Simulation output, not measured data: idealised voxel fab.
You're looking at the process module voxel released beams.
Cross-sectional view cut (width: 215 nm; square cell size: 5 nm).
How to read a cross-section here: the picture is a grid of square cells, written as bands going from the top down, and any band can span one or more rows of cells. Look at the band entry: it leads with the top's height and the bottom's height in nm. Then it lists the materials left to right, with a width in nm for each. The word "all across" on a single material says that material fills the band edge to edge. The word "blank" is empty space. Height is counted from the level 0, under which the received wafer is composed throughout of one material. The lowest of the bands is not closed at the bottom but continues downward, in the notation "0 nm and below". Think of "30..40" as a width that walks from the first number to the second as you go down the band, top row to bottom row, taking equal-sized steps from row to row. Basically "left unchanged" means that step didn't change any cell in the cross-section. "Sealed void listing" lists enclosed empty spaces (at least 8 cells, no open path upward to the top), each as width x height at distance from the left edge, in nm. Whatever follows a step's settings on its line is a remark the simulator itself makes about that step. Among the settings permitted on a step's line is "overlay nm"; applied to a step with a mask, it specifies the extent to which the mask lay to the right of its planned position, whereas a negative figure signifies a position to the left. Read each pair as before and after one process step. The after cross-section shows only down to the lowest band that changed. The step between them and its settings are given below the pair. Pairs can come from different runs of this module on the same starting wafer. A pair continues from the pair above only where its "State on entry" entry says so.
-- State on entry
> 0 nm and below  Si all across
> Sealed void listing: none
-- Step Outcome
> 10 nm to 0 nm  SiN all across
> Heights below 0 show no change.
> Sealed void listing: none
Looking at the two cross-sections above, the step in the middle is CONFORMAL_DEP,material SiN,thk nm 10
State on entry: as in the pair right above, post-step view.
-- Step Outcome
> 20 nm to 10 nm  SiO2 all across
> Heights below 10 show no change.
> Sealed void listing: none
Looking at the two cross-sections above, the step in the middle is DIRECTIONAL_DEP,material SiO2,thk nm 10
State on entry: as in the pair right above, post-step view.
-- Step Outcome
> 30 nm to 20 nm  aC all across
> Heights below 20 show no change.
> Sealed void listing: none
Looking at the two cross-sections above, the step in the middle is DIRECTIONAL_DEP,material aC,thk nm 10
State on entry: as in the pair right above, post-step view.
-- Step Outcome
> 55 nm to 30 nm  resist (60), then blank (40), then resist (115)
> Heights below 30 show no change.
> Sealed void listing: none
Looking at the two cross-sections above, the step in the middle is PATTERN,tone open,mask id ANCHOR,material resist,width nm 40,thk nm 25,overlay nm 0
State on entry: as in the pair right above, post-step view.
-- Step Outcome
> 45 nm to 30 nm  resist (60), then blank (40), then resist (115)
> 30 nm to 20 nm  aC (60), then blank (40), then aC (115)
> Heights below 20 show no change.
> Sealed void listing: none
Looking at the two cross-sections above, the step in the middle is DIRECTIONAL_ETCH,etch materials aC,depth nm 10
State on entry: as in the pair right above, post-step view.
-- Step Outcome
> 30 nm to 20 nm  aC (60), then blank (40), then aC (115)
> Heights below 20 show no change.
> Sealed void listing: none
Looking at the two cross-sections above, the step in the middle is STRIP,etch materials resist
State on entry: as in the pair right above, post-step view.
-- Step Outcome
> 30 nm to 20 nm  aC (60), then blank (40), then aC (115)
> 20 nm to 10 nm  SiO2 (60), then blank (40), then SiO2 (115)
> Heights below 10 show no change.
> Sealed void listing: none
Looking at the two cross-sections above, the step in the middle is DIRECTIONAL_ETCH,etch materials SiO2,depth nm 10
State on entry: as in the pair right above, post-step view.
-- Step Outcome
> 20 nm to 10 nm  SiO2 (60), then blank (40), then SiO2 (115)
> Heights below 10 show no change.
> Sealed void listing: none
Looking at the two cross-sections above, the step in the middle is STRIP,etch materials aC
State on entry: as in the pair right above, post-step view.
-- Step Outcome
> 35 nm to 25 nm  polySi (75), then blank (10), then polySi (130)
> 25 nm to 20 nm  polySi all across
> 20 nm to 10 nm  SiO2 (60), then polySi (40), then SiO2 (115)
> Heights below 10 show no change.
> Sealed void listing: none
Looking at the two cross-sections above, the step in the middle is CONFORMAL_DEP,material polySi,thk nm 15
State on entry: as in the pair right above, post-step view.
-- Step Outcome
> 35 nm to 25 nm  blank (55), then polySi (20), then blank (10), then polySi (70), then blank (60)
> 25 nm to 20 nm  blank (55), then polySi (100), then blank (60)
> Heights below 20 show no change.
> Sealed void listing: none
Looking at the two cross-sections above, the step in the middle is MASKED_ETCH,tone cover,mask id BEAM,width nm 100,etch materials polySi,depth nm 15,overlay nm 0
State on entry: as in the pair right above, post-step view.
-- Step Outcome
> 35 nm to 25 nm  blank (55), then polySi (20), then blank (10), then polySi (70), then blank (60)
> 25 nm to 20 nm  blank (55), then polySi (100), then blank (60)
> 20 nm to 10 nm  blank (60), then polySi (40), then blank (115)
> Heights below 10 show no change.
> Sealed void listing: none
Looking at the two cross-sections above, the step in the middle is STRIP,etch materials SiO2
-- State on entry
> 0 nm and below  Si all across
> Sealed void listing: none
-- Step Outcome
> 10 nm to 0 nm  SiO2 all across
> Heights below 0 show no change.
> Sealed void listing: none
Looking at the two cross-sections above, the step in the middle is DIRECTIONAL_DEP,material SiO2,thk nm 10
State on entry: as in the pair right above, post-step view.
-- Step Outcome
> 20 nm to 10 nm  aC all across
> Heights below 10 show no change.
> Sealed void listing: none
Looking at the two cross-sections above, the step in the middle is DIRECTIONAL_DEP,material aC,thk nm 10
State on entry: as in the pair right above, post-step view.
-- Step Outcome
> 45 nm to 20 nm  resist (60), then blank (40), then resist (115)
> Heights below 20 show no change.
> Sealed void listing: none
Looking at the two cross-sections above, the step in the middle is PATTERN,tone open,mask id ANCHOR,material resist,width nm 40,thk nm 25,overlay nm 0
State on entry: as in the pair right above, post-step view.
-- Step Outcome
> 35 nm to 20 nm  resist (60), then blank (40), then resist (115)
> 20 nm to 10 nm  aC (60), then blank (40), then aC (115)
> Heights below 10 show no change.
> Sealed void listing: none
Looking at the two cross-sections above, the step in the middle is DIRECTIONAL_ETCH,etch materials aC,depth nm 10
State on entry: as in the pair right above, post-step view.
-- Step Outcome
> 20 nm to 10 nm  aC (60), then blank (40), then aC (115)
> Heights below 10 show no change.
> Sealed void listing: none
Looking at the two cross-sections above, the step in the middle is STRIP,etch materials resist
State on entry: as in the pair right above, post-step view.
-- Step Outcome
> 20 nm to 10 nm  aC (60), then blank (40), then aC (115)
> 10 nm to 0 nm  SiO2 (60), then blank (40), then SiO2 (115)
> Heights below 0 show no change.
> Sealed void listing: none
Looking at the two cross-sections above, the step in the middle is DIRECTIONAL_ETCH,etch materials SiO2,depth nm 10
State on entry: as in the pair right above, post-step view.
-- Step Outcome
> 10 nm to 0 nm  SiO2 (60), then blank (40), then SiO2 (115)
> Heights below 0 show no change.
> Sealed void listing: none
Looking at the two cross-sections above, the step in the middle is STRIP,etch materials aC
State on entry: as in the pair right above, post-step view.
-- Step Outcome
> 25 nm to 15 nm  polySi (75), then blank (10), then polySi (130)
> 15 nm to 10 nm  polySi all across
> 10 nm to 0 nm  SiO2 (60), then polySi (40), then SiO2 (115)
> Heights below 0 show no change.
> Sealed void listing: none
Looking at the two cross-sections above, the step in the middle is CONFORMAL_DEP,material polySi,thk nm 15
State on entry: as in the pair right above, post-step view.
-- Step Outcome
> 25 nm to 15 nm  blank (55), then polySi (20), then blank (10), then polySi (70), then blank (60)
> 15 nm to 10 nm  blank (55), then polySi (100), then blank (60)
> Heights below 10 show no change.
> Sealed void listing: none
Looking at the two cross-sections above, the step in the middle is MASKED_ETCH,tone cover,mask id BEAM,width nm 100,etch materials polySi,depth nm 15,overlay nm 0
State on entry: as in the pair right above, post-step view.
-- Step Outcome
> 25 nm to 15 nm  blank (55), then polySi (20), then blank (10), then polySi (70), then blank (60)
> 15 nm to 10 nm  blank (55), then polySi (100), then blank (60)
> 10 nm to 0 nm  blank (60), then polySi (40), then blank (115)
> Heights below 0 show no change.
> Sealed void listing: none
Looking at the two cross-sections above, the step in the middle is STRIP,etch materials SiO2
-- State on entry
> 35 nm to 25 nm  polySi (75), then blank (10), then polySi (130)
> 25 nm to 20 nm  polySi all across
> 20 nm to 10 nm  SiO2 (60), then polySi (40), then SiO2 (115)
> 10 nm to 0 nm  SiN all across
> 0 nm and below  Si all across
> Sealed void listing: none
-- Step Outcome
> 50 nm to 20 nm  polySi all across
> Heights below 20 show no change.
> Sealed void listing: none
Looking at the two cross-sections above, the step in the middle is CONFORMAL_DEP,material polySi,thk nm 15
State on entry: as in the pair right above, post-step view.
-- Step Outcome
> 50 nm to 35 nm  blank (55), then polySi (100), then blank (60)
> Heights below 35 show no change.
> Sealed void listing: none
Looking at the two cross-sections above, the step in the middle is MASKED_ETCH,tone cover,mask id BEAM,width nm 100,etch materials polySi,depth nm 15,overlay nm 0
-- State on entry
> 10 nm to 0 nm  SiO2 all across
> 0 nm and below  Si all across
> Sealed void listing: none
-- Step Outcome
> 20 nm to 10 nm  SiN all across
> Heights below 10 show no change.
> Sealed void listing: none
Looking at the two cross-sections above, the step in the middle is CONFORMAL_DEP,material SiN,thk nm 10
State on entry: as in the pair right above, post-step view.
-- Step Outcome
> 30 nm to 20 nm  aC all across
> Heights below 20 show no change.
> Sealed void listing: none
Looking at the two cross-sections above, the step in the middle is DIRECTIONAL_DEP,material aC,thk nm 10
State on entry: as in the pair right above, post-step view.
-- Step Outcome
> 55 nm to 30 nm  resist (60), then blank (40), then resist (115)
> Heights below 30 show no change.
> Sealed void listing: none
Looking at the two cross-sections above, the step in the middle is PATTERN,tone open,mask id ANCHOR,material resist,width nm 40,thk nm 25,overlay nm 0
State on entry: as in the pair right above, post-step view.
-- Step Outcome
> 45 nm to 30 nm  resist (60), then blank (40), then resist (115)
> 30 nm to 20 nm  aC (60), then blank (40), then aC (115)
> Heights below 20 show no change.
> Sealed void listing: none
Looking at the two cross-sections above, the step in the middle is DIRECTIONAL_ETCH,etch materials aC,depth nm 10
State on entry: as in the pair right above, post-step view.
-- Step Outcome
> 30 nm to 20 nm  aC (60), then blank (40), then aC (115)
> Heights below 20 show no change.
> Sealed void listing: none
Looking at the two cross-sections above, the step in the middle is STRIP,etch materials resist
State on entry: as in the pair right above, post-step view.
-- Step Outcome
> 20 nm to 10 nm  SiN all across
> Heights below 10 show no change.
> Sealed void listing: none
Looking at the two cross-sections above, the step in the middle is STRIP,etch materials aC
State on entry: as in the pair right above, post-step view.
-- Step Outcome
> 35 nm to 20 nm  polySi all across
> Heights below 20 show no change.
> Sealed void listing: none
Looking at the two cross-sections above, the step in the middle is CONFORMAL_DEP,material polySi,thk nm 15
State on entry: as in the pair right above, post-step view.
-- Step Outcome
> 35 nm to 20 nm  blank (55), then polySi (100), then blank (60)
> Heights below 20 show no change.
> Sealed void listing: none
Looking at the two cross-sections above, the step in the middle is MASKED_ETCH,tone cover,mask id BEAM,width nm 100,etch materials polySi,depth nm 15,overlay nm 0
-- State on entry
> 20 nm to 10 nm  SiO2 (60), then blank (40), then SiO2 (115)
> 10 nm to 0 nm  SiN all across
> 0 nm and below  Si all across
> Sealed void listing: none
-- Step Outcome
> 45 nm to 20 nm  polySi all across
> 20 nm to 10 nm  SiO2 (60), then polySi (40), then SiO2 (115)
> Heights below 10 show no change.
> Sealed void listing: none
Looking at the two cross-sections above, the step in the middle is CONFORMAL_DEP,material polySi,thk nm 25
State on entry: as in the pair right above, post-step view.
-- Step Outcome
> 45 nm to 30 nm  blank (55), then polySi (100), then blank (60)
> Heights below 30 show no change.
> Sealed void listing: none
Looking at the two cross-sections above, the step in the middle is MASKED_ETCH,tone cover,mask id BEAM,width nm 100,etch materials polySi,depth nm 15,overlay nm 0
-- State on entry
> 30 nm to 20 nm  aC all across
> 20 nm to 10 nm  SiO2 all across
> 10 nm to 0 nm  SiN all across
> 0 nm and below  Si all across
> Sealed void listing: none
-- Step Outcome
> 55 nm to 30 nm  resist (60), then blank (45), then resist (110)
> Heights below 30 show no change.
> Sealed void listing: none
Looking at the two cross-sections above, the step in the middle is PATTERN,tone open,mask id ANCHOR,material resist,width nm 45,thk nm 25,overlay nm 0
State on entry: as in the pair right above, post-step view.
-- Step Outcome
> 45 nm to 30 nm  resist (60), then blank (45), then resist (110)
> 30 nm to 20 nm  aC (60), then blank (45), then aC (110)
> Heights below 20 show no change.
> Sealed void listing: none
Looking at the two cross-sections above, the step in the middle is DIRECTIONAL_ETCH,etch materials aC,depth nm 10
State on entry: as in the pair right above, post-step view.
-- Step Outcome
> 30 nm to 20 nm  aC (60), then blank (45), then aC (110)
> Heights below 20 show no change.
> Sealed void listing: none
Looking at the two cross-sections above, the step in the middle is STRIP,etch materials resist
State on entry: as in the pair right above, post-step view.
-- Step Outcome
> 30 nm to 20 nm  aC (60), then blank (45), then aC (110)
> 20 nm to 10 nm  SiO2 (60), then blank (45), then SiO2 (110)
> Heights below 10 show no change.
> Sealed void listing: none
Looking at the two cross-sections above, the step in the middle is DIRECTIONAL_ETCH,etch materials SiO2,depth nm 10
State on entry: as in the pair right above, post-step view.
-- Step Outcome
> 20 nm to 10 nm  SiO2 (60), then blank (45), then SiO2 (110)
> Heights below 10 show no change.
> Sealed void listing: none
Looking at the two cross-sections above, the step in the middle is STRIP,etch materials aC
State on entry: as in the pair right above, post-step view.
-- Step Outcome
> 35 nm to 25 nm  polySi (75), then blank (15), then polySi (125)
> 25 nm to 20 nm  polySi all across
> 20 nm to 10 nm  SiO2 (60), then polySi (45), then SiO2 (110)
> Heights below 10 show no change.
> Sealed void listing: none
Looking at the two cross-sections above, the step in the middle is CONFORMAL_DEP,material polySi,thk nm 15
State on entry: as in the pair right above, post-step view.
-- Step Outcome
> 35 nm to 25 nm  blank (55), then polySi (20), then blank (15), then polySi (65), then blank (60)
> 25 nm to 20 nm  blank (55), then polySi (100), then blank (60)
> Heights below 20 show no change.
> Sealed void listing: none
Looking at the two cross-sections above, the step in the middle is MASKED_ETCH,tone cover,mask id BEAM,width nm 100,etch materials polySi,depth nm 15,overlay nm 0
State on entry: as in the pair right above, post-step view.
-- Step Outcome
> 35 nm to 25 nm  blank (55), then polySi (20), then blank (15), then polySi (65), then blank (60)
> 25 nm to 20 nm  blank (55), then polySi (100), then blank (60)
> 20 nm to 10 nm  blank (60), then polySi (45), then blank (110)
> Heights below 10 show no change.
> Sealed void listing: none
Looking at the two cross-sections above, the step in the middle is STRIP,etch materials SiO2
-- State on entry
> 35 nm to 25 nm  polySi (75), then blank (10), then polySi (130)
> 25 nm to 20 nm  polySi all across
> 20 nm to 10 nm  SiO2 (60), then polySi (40), then SiO2 (115)
> 10 nm to 0 nm  SiN all across
> 0 nm and below  Si all across
> Sealed void listing: none
-- Step Outcome
> 35 nm to 25 nm  blank (45), then polySi (30), then blank (10), then polySi (60), then blank (70)
> 25 nm to 20 nm  blank (45), then polySi (100), then blank (70)
> Heights below 20 show no change.
> Sealed void listing: none
Looking at the two cross-sections above, the step in the middle is MASKED_ETCH,tone cover,mask id BEAM,width nm 100,etch materials polySi,depth nm 15,overlay nm -10
State on entry: as in the pair right above, post-step view.
-- Step Outcome
> 35 nm to 25 nm  blank (45), then polySi (30), then blank (10), then polySi (60), then blank (70)
> 25 nm to 20 nm  blank (45), then polySi (100), then blank (70)
> 20 nm to 10 nm  blank (60), then polySi (40), then blank (115)
> Heights below 10 show no change.
> Sealed void listing: none
Looking at the two cross-sections above, the step in the middle is STRIP,etch materials SiO2
-- State on entry
> 20 nm to 10 nm  SiO2 all across
> 10 nm to 0 nm  SiN all across
> 0 nm and below  Si all across
> Sealed void listing: none
-- Step Outcome
> 30 nm to 20 nm  SiN all across
> Heights below 20 show no change.
> Sealed void listing: none
Looking at the two cross-sections above, the step in the middle is DIRECTIONAL_DEP,material SiN,thk nm 10
State on entry: as in the pair right above, post-step view.
-- Step Outcome
> 55 nm to 30 nm  resist (60), then blank (40), then resist (115)
> Heights below 30 show no change.
> Sealed void listing: none
Looking at the two cross-sections above, the step in the middle is PATTERN,tone open,mask id ANCHOR,material resist,width nm 40,thk nm 25,overlay nm 0
State on entry: as in the pair right above, post-step view.
-- Step Outcome
> 45 nm to 30 nm  resist (60), then blank (40), then resist (115)
> Heights below 30 show no change.
> Sealed void listing: none
Looking at the two cross-sections above, the step in the middle is DIRECTIONAL_ETCH,etch materials aC,depth nm 10
State on entry: as in the pair right above, post-step view.
-- Step Outcome
> 30 nm to 20 nm  SiN all across
> Heights below 20 show no change.
> Sealed void listing: none
Looking at the two cross-sections above, the step in the middle is STRIP,etch materials resist
State on entry: as in the pair right above, post-step view.
-- Step Outcome
> 45 nm to 30 nm  polySi all across
> Heights below 30 show no change.
> Sealed void listing: none
Looking at the two cross-sections above, the step in the middle is CONFORMAL_DEP,material polySi,thk nm 15
State on entry: as in the pair right above, post-step view.
-- Step Outcome
> 45 nm to 30 nm  blank (55), then polySi (100), then blank (60)
> Heights below 30 show no change.
> Sealed void listing: none
Looking at the two cross-sections above, the step in the middle is MASKED_ETCH,tone cover,mask id BEAM,width nm 100,etch materials polySi,depth nm 15,overlay nm 0
-- State on entry
> 30 nm to 20 nm  aC all across
> 20 nm to 10 nm  SiO2 all across
> 10 nm to 0 nm  SiN all across
> 0 nm and below  Si all across
> Sealed void listing: none
-- Step Outcome
> 55 nm to 30 nm  blank (60), then resist (40), then blank (115)
> Heights below 30 show no change.
> Sealed void listing: none
Looking at the two cross-sections above, the step in the middle is PATTERN,tone cover,mask id ANCHOR,material resist,width nm 40,thk nm 25,overlay nm 0
State on entry: as in the pair right above, post-step view.
-- Step Outcome
> 45 nm to 30 nm  blank (60), then resist (40), then blank (115)
> 30 nm to 20 nm  blank (60), then aC (40), then blank (115)
> Heights below 20 show no change.
> Sealed void listing: none
Looking at the two cross-sections above, the step in the middle is DIRECTIONAL_ETCH,etch materials aC,depth nm 10
State on entry: as in the pair right above, post-step view.
-- Step Outcome
> 30 nm to 20 nm  blank (60), then aC (40), then blank (115)
> Heights below 20 show no change.
> Sealed void listing: none
Looking at the two cross-sections above, the step in the middle is STRIP,etch materials resist
State on entry: as in the pair right above, post-step view.
-- Step Outcome
> 30 nm to 20 nm  blank (60), then aC (40), then blank (115)
> 20 nm to 10 nm  blank (60), then SiO2 (40), then blank (115)
> Heights below 10 show no change.
> Sealed void listing: none
Looking at the two cross-sections above, the step in the middle is DIRECTIONAL_ETCH,etch materials SiO2,depth nm 10
State on entry: as in the pair right above, post-step view.
-- Step Outcome
> 20 nm to 10 nm  blank (60), then SiO2 (40), then blank (115)
> Heights below 10 show no change.
> Sealed void listing: none
Looking at the two cross-sections above, the step in the middle is STRIP,etch materials aC
State on entry: as in the pair right above, post-step view.
-- Step Outcome
> 35 nm to 25 nm  blank (45), then polySi (70), then blank (100)
> 25 nm to 20 nm  polySi all across
> 20 nm to 10 nm  polySi (60), then SiO2 (40), then polySi (115)
> Heights below 10 show no change.
> Sealed void listing: none
Looking at the two cross-sections above, the step in the middle is CONFORMAL_DEP,material polySi,thk nm 15
State on entry: as in the pair right above, post-step view.
-- Step Outcome
> 35 nm to 25 nm  blank (55), then polySi (60), then blank (100)
> 25 nm to 20 nm  blank (55), then polySi (100), then blank (60)
> 20 nm to 10 nm  blank (45), then polySi (15), then SiO2 (40), then polySi (55), then blank (60)
> Heights below 10 show no change.
> Sealed void listing: none
Looking at the two cross-sections above, the step in the middle is MASKED_ETCH,tone cover,mask id BEAM,width nm 100,etch materials polySi,depth nm 15,overlay nm 0
